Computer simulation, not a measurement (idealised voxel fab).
Herein follows the process module entitled voxel plated lines.
Displayed cross-section: cut, width of 245 nm, square cells sized 5 nm.
Reading order for cross-sections: top band down to bottom band. Underlying form: a grid of square cells. Band size: one or more rows of cells.
Each band's line starts with the height of the band's top and of its bottom, in nm. Then come its materials from left to right, each with its width in nm. One material with "edge to edge" fills the band from edge to edge. "empty" is empty space.
Heights from 0 (as-received wafer is one material below). Bottom band endless downward, as "0..down".
Read "30->40" as a graded width: first number on top, second number at the bottom, same change between each pair of neighbouring rows.
You'll sometimes find "no alterations made" written for a step, and that's the way of saying that nowhere in the cross-section did a cell change during that step.
Basically, "Internal closed voids" tells you about the enclosed voids: empty spaces with no open way to the top, 8 cells or bigger, each written width x height at distance, where distance is from the left edge, all in nm.
Formally, on a step line, whatever follows the settings is a remark that the simulator itself makes on the step.
On any step carrying a mask, the "overlay nm" setting, if present on the step's line, tells how far right of its planned place the mask lay; negative values point to the left.

-- Planned step list for the process
| 1 | RECEIVE,material Si |
| 2 | CONFORMAL_DEP,material SiO2,thk nm 10 |
| 3 | DIRECTIONAL_DEP,material TiN,thk nm 5 |
| 4 | PATTERN,tone open,mask id LINES,material resist,width nm 15,pitch nm 35,thk nm 25,overlay nm 0 |
| 5 | EPI,material Ru,thk nm 5 |
| 6 | EPI,material Ru,thk nm 10 |
| 7 | STRIP,etch materials resist |
| 8 | DIRECTIONAL_ETCH,etch materials TiN,depth nm 5 |
| 9 | CONFORMAL_DEP,material SiCN,thk nm 5 |

-- Shown in cross-section is the wafer as received, that is, as it stands after step 1
> 0..down = Si edge to edge
> Internal closed voids: none

-- As-planned run: cross-section of the first of two wafers at end of module
> 35..30 = 90 of empty, then 25 of SiCN, then 10 of empty, then 25 of SiCN, then 95 of empty
> 30..15 = 90 of empty, then 5 of SiCN, then 15 of Ru, then 5 of SiCN, then 10 of empty, then 5 of SiCN, then 15 of Ru, then 5 of SiCN, then 95 of empty
> 15..10 = 95 of SiCN, then 15 of TiN, then 20 of SiCN, then 15 of TiN, then 100 of SiCN
> 10..0 = SiO2 edge to edge
> 0..down = Si edge to edge
> Internal closed voids: none

-- Second wafer cross-section at end of module - shared start and plan with the first, one mistake in the run
> 35..30 = 80 of empty, then 80 of SiCN, then 85 of empty
> 30..25 = 85 of SiCN, then 70 of Ru, then 90 of SiCN
> 25..15 = Ru edge to edge
> 15..10 = TiN edge to edge
> 10..0 = SiO2 edge to edge
> 0..down = Si edge to edge
> Internal closed voids: none
Against the plan, the run slipped here: contrary to the plan, steps 6 and 7 were processed in exchanged order
Cell-count delta at end, second wafer over first, by material: +94 Ru | -14 SiCN | +43 TiN
